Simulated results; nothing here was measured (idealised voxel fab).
The process module presented herein is designated voxel gate over fins.
The cross-section on display is named cut; it measures 225 nm wide, and its cells are 5 nm squares.
A cross-section is a grid of square cells, given in bands from the top down. A band is one or more rows of cells.
Per band: top height and bottom height in nm, followed by the left-to-right materials and their widths in nm; "everywhere" marks a single material spanning edge to edge, "air" marks empty space.
Zero point of the height axis is 0; under it, received wafer = one material. Lowest band: continues down indefinitely, "0..down".
The two numbers in a width such as "30..40" mark its ends across the band: the first belongs to the top row of cells, the second to the bottom row, and from each row to the next the width moves by the same amount.
You'll sometimes find "remains unaltered" written for a step, and that's the way of saying that nowhere in the cross-section did a cell change during that step.
Closed void register: empty space of 8 cells or more with no open way to the top, each as width x height at its distance from the left edge, in nm
Heads up: the bit after the settings on a step's line is the simulator's remark on that step.
The setting "overlay nm" may be written on the line of a step. When the step uses a mask, the value reports how far to the right of the planned place the mask lay, and a negative value reports that it lay to the left.

Here's what the planned process steps look like:
step 1: RECEIVE: material Si
step 2: CONFORMAL_DEP: material SiN, thk nm 10
step 3: DIRECTIONAL_DEP: material aC, thk nm 15
step 4: PATTERN: tone cover, mask id FINS, material resist, width nm 15, pitch nm 55, thk nm 35, overlay nm 0
step 5: DIRECTIONAL_ETCH: etch materials aC, depth nm 15
step 6: STRIP: etch materials resist
step 7: DIRECTIONAL_ETCH: etch materials SiN, depth nm 10
step 8: DIRECTIONAL_ETCH: etch materials Si, depth nm 40
step 9: STRIP: etch materials aC
step 10: OXIDIZE: depth nm 5
step 11: FILL_DEP: material SiO2, thk nm 5
step 12: CMP: height nm 10
step 13: DIRECTIONAL_DEP: material aC, thk nm 10
step 14: PATTERN: tone open, mask id RAIL, material resist, width nm 15, thk nm 30, overlay nm 0
step 15: DIRECTIONAL_ETCH: etch materials aC, depth nm 10
step 16: STRIP: etch materials resist
step 17: DIRECTIONAL_ETCH: etch materials SiO2, depth nm 45
step 18: STRIP: etch materials aC
step 19: CONFORMAL_DEP: material TiN, thk nm 5
step 20: FILL_DEP: material Ru, thk nm 10
step 21: CMP: height nm 10
step 22: SELECTIVE_ETCH: etch materials W Ru TiN, depth nm 30
step 23: FILL_DEP: material SiO2, thk nm 5
step 24: CMP: height nm 10
step 25: SELECTIVE_ETCH: etch materials SiO2, depth nm 25
step 26: STRIP: etch materials SiN
step 27: CONFORMAL_DEP: material HfO2, thk nm 5
step 28: CONFORMAL_DEP: material TiN, thk nm 5
step 29: CONFORMAL_DEP: material TiAl, thk nm 5
step 30: CONFORMAL_DEP: material TiN, thk nm 5
step 31: FILL_DEP: material W, thk nm 10
step 32: CMP: height nm 25
step 33: CONFORMAL_DEP: material SiCN, thk nm 10

Delivered wafer in cross-section: state after step 1:
0..down = Si everywhere
Closed void register: none

Same starting wafer, same plan as above, one mistake in the execution; this is the cross-section at the end of the module:
35..25 = SiCN everywhere
25..20 = W everywhere
20..5 = 60 W, 45 TiN, 10 W, 45 TiN, 65 W
5..0 = 75 TiN, 15 HfO2, 40 TiN, 15 HfO2, 80 TiN
0..-10 = 75 TiN, 5 HfO2, 5 Si, 5 HfO2, 40 TiN, 5 HfO2, 5 Si, 5 HfO2, 80 TiN
-10..-15 = 80 HfO2, 5 Si, 50 HfO2, 5 Si, 85 HfO2
-15..-20 = 80 SiO2, 5 Si, 50 SiO2, 5 Si, 85 SiO2
-20..-30 = 80 SiO2, 5 Si, 15 SiO2, 5 TiN, 5 Ru, 5 TiN, 20 SiO2, 5 Si, 85 SiO2
-30..-35 = 80 SiO2, 5 Si, 15 SiO2, 15 TiN, 20 SiO2, 5 Si, 85 SiO2
-35..-45 = 80 SiO2, 5 Si, 50 SiO2, 5 Si, 85 SiO2
-45..down = Si everywhere
Closed void register: none
Heads up, the wafer didn't run the way we planned it: off-plan run, step 29, actual operation and settings CONFORMAL_DEP: material TiN, thk nm 5
